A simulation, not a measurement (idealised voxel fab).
Process module under the name voxel capacitor over wiring
240 nm wide, 5 nm square cells: that's cross-section cut.
Bands, listed from the top down, are how a cross-section gets written in this document; the cross-section itself is a grid of square cells, and a band is one or more rows of them.
Quick guide to a band line: top height, bottom height (nm) up front; then every material left to right with its width in nm. Only one material and it's marked "everywhere"? Then it fills the band edge to edge. And "blank" just means empty space.
Convention: height 0 is the level below which the wafer, as received, is all one material. The lowest band does not terminate at the bottom but continues downward, represented as "top 0, no bottom".
Quick explanation for "30 to 40": the width changes in equal steps down the rows of cells, from the first number in the band's top row to the second number in its bottom row.
"stayed the same" -> step changed no cross-section cell.
Empty spaces without an open route to the top, at least 8 cells in extent, make up the entry "Enclosed void catalog"; each is given as width x height at distance, where the distance is measured from the left edge, and all are in nm.
The remark found on a step's line after its settings is issued by the simulator itself and pertains to that step.
Each step line may optionally specify "overlay nm", which for a step with a mask gives the rightward distance between the mask's planned place and where it lay, a negative value indicating the leftward direction.

THIS SECTION LISTS THE PROCESS STEPS THAT WERE PLANNED
1: RECEIVE: material Si
2: CONFORMAL_DEP: material SiO2, thk nm 15
3: DIRECTIONAL_DEP: material TiN, thk nm 5
4: DIRECTIONAL_DEP: material W, thk nm 25
5: MASKED_ETCH: tone cover, mask id METAL_1, width nm 20, pitch nm 80, etch materials W, depth nm 25, overlay nm 0
6: MASKED_ETCH: tone cover, mask id METAL_1, width nm 20, pitch nm 80, etch materials TiN, depth nm 5, overlay nm 0
7: CONFORMAL_DEP: material SiN, thk nm 5
8: FILL_DEP: material lowk, thk nm 10
9: CMP: height nm 45
10: CONFORMAL_DEP: material SiCN, thk nm 5
11: DIRECTIONAL_DEP: material SiO2, thk nm 10
12: MASKED_ETCH: tone open, mask id PLUG_1, width nm 15, etch materials SiO2, depth nm 10, overlay nm 0
13: MASKED_ETCH: tone open, mask id PLUG_1, width nm 15, etch materials SiCN, depth nm 5, overlay nm 0
14: EPI: material Ru, thk nm 10
15: EPI: material Ru, thk nm 5
16: DIRECTIONAL_DEP: material TiN, thk nm 5
17: DIRECTIONAL_DEP: material Al2O3, thk nm 5
18: DIRECTIONAL_DEP: material TiN, thk nm 10
19: PATTERN: tone cover, mask id UPPER_PLATE, material resist, width nm 65, thk nm 20, overlay nm 0
20: DIRECTIONAL_ETCH: etch materials TiN, depth nm 10
21: DIRECTIONAL_ETCH: etch materials Al2O3, depth nm 5
22: STRIP: etch materials resist
23: PATTERN: tone cover, mask id LOWER_PLATE, material resist, width nm 75, thk nm 15, overlay nm 0
24: DIRECTIONAL_ETCH: etch materials TiN, depth nm 5
25: STRIP: etch materials resist
26: FILL_DEP: material SiO2, thk nm 15
27: CMP: height nm 90
28: PATTERN: tone open, mask id PLUG_2, material resist, width nm 15, thk nm 20, overlay nm 0
29: DIRECTIONAL_ETCH: etch materials SiO2, depth nm 10
30: STRIP: etch materials resist
31: CONFORMAL_DEP: material TiN, thk nm 5
32: FILL_DEP: material Cu, thk nm 10
33: CMP: height nm 90
34: CONFORMAL_DEP: material SiN, thk nm 5

FIRST OF TWO WAFERS, WITH THE RUN CARRIED OUT AS PLANNED

AS-RECEIVED STATE OF THE WAFER IN CROSS-SECTION, EQUIVALENT TO POST-STEP 1
  top 0, no bottom = Si everywhere
  Enclosed void catalog: none

STEP 2 DONE - WAFER CROSS-SECTION
  top 15, bottom 0 = SiO2 everywhere
  Rest of section, below 0: as before.

STEP 3 DONE - WAFER CROSS-SECTION
  top 20, bottom 15 = TiN everywhere
  Rest of section, below 15: as before.

STEP 4 DONE - WAFER CROSS-SECTION
  top 45, bottom 20 = W everywhere
  Rest of section, below 20: as before.

STEP 5 DONE - WAFER CROSS-SECTION
  top 45, bottom 20 = blank 70 nm, W 20 nm, blank 60 nm, W 20 nm, blank 70 nm
  Rest of section, below 20: as before.

STEP 6 DONE - WAFER CROSS-SECTION
  top 45, bottom 20 = blank 70 nm, W 20 nm, blank 60 nm, W 20 nm, blank 70 nm
  top 20, bottom 15 = blank 70 nm, TiN 20 nm, blank 60 nm, TiN 20 nm, blank 70 nm
  Rest of section, below 15: as before.

STEP 7 DONE - WAFER CROSS-SECTION
  top 50, bottom 45 = blank 65 nm, SiN 30 nm, blank 50 nm, SiN 30 nm, blank 65 nm
  top 45, bottom 20 = blank 65 nm, SiN 5 nm, W 20 nm, SiN 5 nm, blank 50 nm, SiN 5 nm, W 20 nm, SiN 5 nm, blank 65 nm
  top 20, bottom 15 = SiN 70 nm, TiN 20 nm, SiN 60 nm, TiN 20 nm, SiN 70 nm
  Rest of section, below 15: as before.

STEP 8 DONE - WAFER CROSS-SECTION
  top 60, bottom 50 = lowk everywhere
  top 50, bottom 45 = lowk 65 nm, SiN 30 nm, lowk 50 nm, SiN 30 nm, lowk 65 nm
  top 45, bottom 20 = lowk 65 nm, SiN 5 nm, W 20 nm, SiN 5 nm, lowk 50 nm, SiN 5 nm, W 20 nm, SiN 5 nm, lowk 65 nm
  Rest of section, below 20: as before.

STEP 9 DONE - WAFER CROSS-SECTION
  top 45, bottom 20 = lowk 65 nm, SiN 5 nm, W 20 nm, SiN 5 nm, lowk 50 nm, SiN 5 nm, W 20 nm, SiN 5 nm, lowk 65 nm
  Rest of section, below 20: as before.

STEP 10 DONE - WAFER CROSS-SECTION
  top 50, bottom 45 = SiCN everywhere
  Rest of section, below 45: as before.

STEP 11 DONE - WAFER CROSS-SECTION
  top 60, bottom 50 = SiO2 everywhere
  Rest of section, below 50: as before.

STEP 12 DONE - WAFER CROSS-SECTION
  top 60, bottom 50 = SiO2 75 nm, blank 15 nm, SiO2 150 nm
  Rest of section, below 50: as before.

STEP 13 DONE - WAFER CROSS-SECTION
  top 60, bottom 50 = SiO2 75 nm, blank 15 nm, SiO2 150 nm
  top 50, bottom 45 = SiCN 75 nm, blank 15 nm, SiCN 150 nm
  Rest of section, below 45: as before.

STEP 14 DONE - WAFER CROSS-SECTION
  top 60, bottom 55 = SiO2 75 nm, blank 15 nm, SiO2 150 nm
  top 55, bottom 50 = SiO2 75 nm, Ru 15 nm, SiO2 150 nm
  top 50, bottom 45 = SiCN 75 nm, Ru 15 nm, SiCN 150 nm
  Rest of section, below 45: as before.

STEP 15 DONE - WAFER CROSS-SECTION
  top 60, bottom 50 = SiO2 75 nm, Ru 15 nm, SiO2 150 nm
  Rest of section, below 50: as before.

STEP 16 DONE - WAFER CROSS-SECTION
  top 65, bottom 60 = TiN everywhere
  Rest of section, below 60: as before.

STEP 17 DONE - WAFER CROSS-SECTION
  top 70, bottom 65 = Al2O3 everywhere
  Rest of section, below 65: as before.

STEP 18 DONE - WAFER CROSS-SECTION
  top 80, bottom 70 = TiN everywhere
  Rest of section, below 70: as before.

STEP 19 DONE - WAFER CROSS-SECTION
  top 100, bottom 80 = blank 75 nm, resist 65 nm, blank 100 nm
  Rest of section, below 80: as before.

STEP 20 DONE - WAFER CROSS-SECTION
  top 100, bottom 80 = blank 75 nm, resist 65 nm, blank 100 nm
  top 80, bottom 70 = blank 75 nm, TiN 65 nm, blank 100 nm
  Rest of section, below 70: as before.

STEP 21 DONE - WAFER CROSS-SECTION
  top 100, bottom 80 = blank 75 nm, resist 65 nm, blank 100 nm
  top 80, bottom 70 = blank 75 nm, TiN 65 nm, blank 100 nm
  top 70, bottom 65 = blank 75 nm, Al2O3 65 nm, blank 100 nm
  Rest of section, below 65: as before.

STEP 22 DONE - WAFER CROSS-SECTION
  top 80, bottom 70 = blank 75 nm, TiN 65 nm, blank 100 nm
  Rest of section, below 70: as before.

STEP 23 DONE - WAFER CROSS-SECTION
  top 95, bottom 80 = blank 70 nm, resist 75 nm, blank 95 nm
  top 80, bottom 70 = blank 70 nm, resist 5 nm, TiN 65 nm, resist 5 nm, blank 95 nm
  top 70, bottom 65 = blank 70 nm, resist 5 nm, Al2O3 65 nm, resist 5 nm, blank 95 nm
  Rest of section, below 65: as before.

STEP 24 DONE - WAFER CROSS-SECTION
  top 95, bottom 80 = blank 70 nm, resist 75 nm, blank 95 nm
  top 80, bottom 70 = blank 70 nm, resist 5 nm, TiN 65 nm, resist 5 nm, blank 95 nm
  top 70, bottom 65 = blank 70 nm, resist 5 nm, Al2O3 65 nm, resist 5 nm, blank 95 nm
  top 65, bottom 60 = blank 70 nm, TiN 75 nm, blank 95 nm
  Rest of section, below 60: as before.

STEP 25 DONE - WAFER CROSS-SECTION
  top 80, bottom 70 = blank 75 nm, TiN 65 nm, blank 100 nm
  top 70, bottom 65 = blank 75 nm, Al2O3 65 nm, blank 100 nm
  Rest of section, below 65: as before.

STEP 26 DONE - WAFER CROSS-SECTION
  top 95, bottom 80 = SiO2 everywhere
  top 80, bottom 70 = SiO2 75 nm, TiN 65 nm, SiO2 100 nm
  top 70, bottom 65 = SiO2 75 nm, Al2O3 65 nm, SiO2 100 nm
  top 65, bottom 60 = SiO2 70 nm, TiN 75 nm, SiO2 95 nm
  Rest of section, below 60: as before.

STEP 27 DONE - WAFER CROSS-SECTION
  top 90, bottom 80 = SiO2 everywhere
  Rest of section, below 80: as before.

STEP 28 DONE - WAFER CROSS-SECTION
  top 110, bottom 90 = resist 85 nm, blank 15 nm, resist 140 nm
  Rest of section, below 90: as before.

STEP 29 DONE - WAFER CROSS-SECTION
  top 110, bottom 90 = resist 85 nm, blank 15 nm, resist 140 nm
  top 90, bottom 80 = SiO2 85 nm, blank 15 nm, SiO2 140 nm
  Rest of section, below 80: as before.

STEP 30 DONE - WAFER CROSS-SECTION
  top 90, bottom 80 = SiO2 85 nm, blank 15 nm, SiO2 140 nm
  Rest of section, below 80: as before.

STEP 31 DONE - WAFER CROSS-SECTION
  top 95, bottom 90 = TiN 90 nm, blank 5 nm, TiN 145 nm
  top 90, bottom 85 = SiO2 85 nm, TiN 5 nm, blank 5 nm, TiN 5 nm, SiO2 140 nm
  top 85, bottom 80 = SiO2 85 nm, TiN 15 nm, SiO2 140 nm
  Rest of section, below 80: as before.

STEP 32 DONE - WAFER CROSS-SECTION
  top 105, bottom 95 = Cu everywhere
  top 95, bottom 90 = TiN 90 nm, Cu 5 nm, TiN 145 nm
  top 90, bottom 85 = SiO2 85 nm, TiN 5 nm, Cu 5 nm, TiN 5 nm, SiO2 140 nm
  Rest of section, below 85: as before.

STEP 33 DONE - WAFER CROSS-SECTION
  top 90, bottom 85 = SiO2 85 nm, TiN 5 nm, Cu 5 nm, TiN 5 nm, SiO2 140 nm
  Rest of section, below 85: as before.

STEP 34 DONE - WAFER CROSS-SECTION
  top 95, bottom 90 = SiN everywhere
  Rest of section, below 90: as before.

WAFER TWO OF THE PAIR: SAME ORIGIN, SAME PLAN, ONE ERROR DURING THE RUN; IDENTICAL TO WAFER ONE UP TO AND INCLUDING STEP 11

CROSS-SECTION OF THE SECOND WAFER AT THE TIME BY WHICH STEP 12 SHOULD HAVE BEEN COMPLETED ACCORDING TO THE PLAN
  top 60, bottom 50 = blank 75 nm, SiO2 15 nm, blank 150 nm
  Rest of section, below 50: as before.

Cross-section of the second wafer at the time by which step 13 should have been completed according to the plan: stayed the same

Cross-section of the second wafer at the time by which step 14 should have been completed according to the plan: stayed the same

Cross-section of the second wafer at the time by which step 15 should have been completed according to the plan: stayed the same

CROSS-SECTION OF THE SECOND WAFER AT THE TIME BY WHICH STEP 16 SHOULD HAVE BEEN COMPLETED ACCORDING TO THE PLAN
  top 65, bottom 60 = blank 75 nm, TiN 15 nm, blank 150 nm
  top 60, bottom 55 = blank 75 nm, SiO2 15 nm, blank 150 nm
  top 55, bottom 50 = TiN 75 nm, SiO2 15 nm, TiN 150 nm
  Rest of section, below 50: as before.

CROSS-SECTION OF THE SECOND WAFER AT THE TIME BY WHICH STEP 17 SHOULD HAVE BEEN COMPLETED ACCORDING TO THE PLAN
  top 70, bottom 65 = blank 75 nm, Al2O3 15 nm, blank 150 nm
  top 65, bottom 60 = blank 75 nm, TiN 15 nm, blank 150 nm
  top 60, bottom 55 = Al2O3 75 nm, SiO2 15 nm, Al2O3 150 nm
  Rest of section, below 55: as before.

CROSS-SECTION OF THE SECOND WAFER AT THE TIME BY WHICH STEP 18 SHOULD HAVE BEEN COMPLETED ACCORDING TO THE PLAN
  top 80, bottom 70 = blank 75 nm, TiN 15 nm, blank 150 nm
  top 70, bottom 65 = TiN 75 nm, Al2O3 15 nm, TiN 150 nm
  top 65, bottom 60 = TiN everywhere
  Rest of section, below 60: as before.

CROSS-SECTION OF THE SECOND WAFER AT THE TIME BY WHICH STEP 19 SHOULD HAVE BEEN COMPLETED ACCORDING TO THE PLAN
  top 100, bottom 80 = blank 75 nm, resist 65 nm, blank 100 nm
  top 80, bottom 70 = blank 75 nm, TiN 15 nm, resist 50 nm, blank 100 nm
  Rest of section, below 70: as before.

CROSS-SECTION OF THE SECOND WAFER AT THE TIME BY WHICH STEP 20 SHOULD HAVE BEEN COMPLETED ACCORDING TO THE PLAN
  top 100, bottom 80 = blank 75 nm, resist 65 nm, blank 100 nm
  top 80, bottom 70 = blank 75 nm, TiN 15 nm, resist 50 nm, blank 100 nm
  top 70, bottom 65 = blank 75 nm, Al2O3 15 nm, TiN 50 nm, blank 100 nm
  top 65, bottom 60 = blank 75 nm, TiN 65 nm, blank 100 nm
  Rest of section, below 60: as before.

CROSS-SECTION OF THE SECOND WAFER AT THE TIME BY WHICH STEP 21 SHOULD HAVE BEEN COMPLETED ACCORDING TO THE PLAN
  top 100, bottom 80 = blank 75 nm, resist 65 nm, blank 100 nm
  top 80, bottom 70 = blank 75 nm, TiN 15 nm, resist 50 nm, blank 100 nm
  top 70, bottom 65 = blank 75 nm, Al2O3 15 nm, TiN 50 nm, blank 100 nm
  top 65, bottom 60 = blank 75 nm, TiN 65 nm, blank 100 nm
  top 60, bottom 55 = blank 75 nm, SiO2 15 nm, Al2O3 50 nm, blank 100 nm
  Rest of section, below 55: as before.

CROSS-SECTION OF THE SECOND WAFER AT THE TIME BY WHICH STEP 22 SHOULD HAVE BEEN COMPLETED ACCORDING TO THE PLAN
  top 80, bottom 70 = blank 75 nm, TiN 15 nm, blank 150 nm
  Rest of section, below 70: as before.

CROSS-SECTION OF THE SECOND WAFER AT THE TIME BY WHICH STEP 23 SHOULD HAVE BEEN COMPLETED ACCORDING TO THE PLAN
  top 95, bottom 80 = blank 70 nm, resist 75 nm, blank 95 nm
  top 80, bottom 70 = blank 70 nm, resist 5 nm, TiN 15 nm, resist 55 nm, blank 95 nm
  top 70, bottom 65 = blank 70 nm, resist 5 nm, Al2O3 15 nm, TiN 50 nm, resist 5 nm, blank 95 nm
  top 65, bottom 60 = blank 70 nm, resist 5 nm, TiN 65 nm, resist 5 nm, blank 95 nm
  top 60, bottom 55 = blank 70 nm, resist 5 nm, SiO2 15 nm, Al2O3 50 nm, resist 5 nm, blank 95 nm
  Rest of section, below 55: as before.

CROSS-SECTION OF THE SECOND WAFER AT THE TIME BY WHICH STEP 24 SHOULD HAVE BEEN COMPLETED ACCORDING TO THE PLAN
  top 95, bottom 80 = blank 70 nm, resist 75 nm, blank 95 nm
  top 80, bottom 70 = blank 70 nm, resist 5 nm, TiN 15 nm, resist 55 nm, blank 95 nm
  top 70, bottom 65 = blank 70 nm, resist 5 nm, Al2O3 15 nm, TiN 50 nm, resist 5 nm, blank 95 nm
  top 65, bottom 60 = blank 70 nm, resist 5 nm, TiN 65 nm, resist 5 nm, blank 95 nm
  top 60, bottom 55 = blank 70 nm, resist 5 nm, SiO2 15 nm, Al2O3 50 nm, resist 5 nm, blank 95 nm
  top 55, bottom 50 = blank 70 nm, TiN 5 nm, SiO2 15 nm, TiN 55 nm, blank 95 nm
  Rest of section, below 50: as before.

CROSS-SECTION OF THE SECOND WAFER AT THE TIME BY WHICH STEP 25 SHOULD HAVE BEEN COMPLETED ACCORDING TO THE PLAN
  top 80, bottom 70 = blank 75 nm, TiN 15 nm, blank 150 nm
  top 70, bottom 65 = blank 75 nm, Al2O3 15 nm, TiN 50 nm, blank 100 nm
  top 65, bottom 60 = blank 75 nm, TiN 65 nm, blank 100 nm
  top 60, bottom 55 = blank 75 nm, SiO2 15 nm, Al2O3 50 nm, blank 100 nm
  Rest of section, below 55: as before.

CROSS-SECTION OF THE SECOND WAFER AT THE TIME BY WHICH STEP 26 SHOULD HAVE BEEN COMPLETED ACCORDING TO THE PLAN
  top 95, bottom 80 = SiO2 everywhere
  top 80, bottom 70 = SiO2 75 nm, TiN 15 nm, SiO2 150 nm
  top 70, bottom 65 = SiO2 75 nm, Al2O3 15 nm, TiN 50 nm, SiO2 100 nm
  top 65, bottom 60 = SiO2 75 nm, TiN 65 nm, SiO2 100 nm
  top 60, bottom 55 = SiO2 90 nm, Al2O3 50 nm, SiO2 100 nm
  top 55, bottom 50 = SiO2 70 nm, TiN 5 nm, SiO2 15 nm, TiN 55 nm, SiO2 95 nm
  Rest of section, below 50: as before.

CROSS-SECTION OF THE SECOND WAFER AT THE TIME BY WHICH STEP 27 SHOULD HAVE BEEN COMPLETED ACCORDING TO THE PLAN
  top 90, bottom 80 = SiO2 everywhere
  Rest of section, below 80: as before.

CROSS-SECTION OF THE SECOND WAFER AT THE TIME BY WHICH STEP 28 SHOULD HAVE BEEN COMPLETED ACCORDING TO THE PLAN
  top 110, bottom 90 = resist 85 nm, blank 15 nm, resist 140 nm
  Rest of section, below 90: as before.

CROSS-SECTION OF THE SECOND WAFER AT THE TIME BY WHICH STEP 29 SHOULD HAVE BEEN COMPLETED ACCORDING TO THE PLAN
  top 110, bottom 90 = resist 85 nm, blank 15 nm, resist 140 nm
  top 90, bottom 80 = SiO2 85 nm, blank 15 nm, SiO2 140 nm
  Rest of section, below 80: as before.

CROSS-SECTION OF THE SECOND WAFER AT THE TIME BY WHICH STEP 30 SHOULD HAVE BEEN COMPLETED ACCORDING TO THE PLAN
  top 90, bottom 80 = SiO2 85 nm, blank 15 nm, SiO2 140 nm
  Rest of section, below 80: as before.

CROSS-SECTION OF THE SECOND WAFER AT THE TIME BY WHICH STEP 31 SHOULD HAVE BEEN COMPLETED ACCORDING TO THE PLAN
  top 95, bottom 90 = TiN 90 nm, blank 5 nm, TiN 145 nm
  top 90, bottom 85 = SiO2 85 nm, TiN 5 nm, blank 5 nm, TiN 5 nm, SiO2 140 nm
  top 85, bottom 80 = SiO2 85 nm, TiN 15 nm, SiO2 140 nm
  Rest of section, below 80: as before.

CROSS-SECTION OF THE SECOND WAFER AT THE TIME BY WHICH STEP 32 SHOULD HAVE BEEN COMPLETED ACCORDING TO THE PLAN
  top 105, bottom 95 = Cu everywhere
  top 95, bottom 90 = TiN 90 nm, Cu 5 nm, TiN 145 nm
  top 90, bottom 85 = SiO2 85 nm, TiN 5 nm, Cu 5 nm, TiN 5 nm, SiO2 140 nm
  Rest of section, below 85: as before.

CROSS-SECTION OF THE SECOND WAFER AT THE TIME BY WHICH STEP 33 SHOULD HAVE BEEN COMPLETED ACCORDING TO THE PLAN
  top 90, bottom 85 = SiO2 85 nm, TiN 5 nm, Cu 5 nm, TiN 5 nm, SiO2 140 nm
  Rest of section, below 85: as before.

CROSS-SECTION OF THE SECOND WAFER AT THE TIME BY WHICH STEP 34 SHOULD HAVE BEEN COMPLETED ACCORDING TO THE PLAN
  top 95, bottom 90 = SiN everywhere
  Rest of section, below 90: as before.
The mistake made against the process plan was this: step 12 deviated from plan and actually ran as MASKED_ETCH: tone cover, mask id PLUG_1, width nm 15, etch materials SiO2, depth nm 10, overlay nm 0
The second wafer ends with more or fewer cells of some materials than the first, per final count: Ru -9, SiCN +3, SiO2 +6
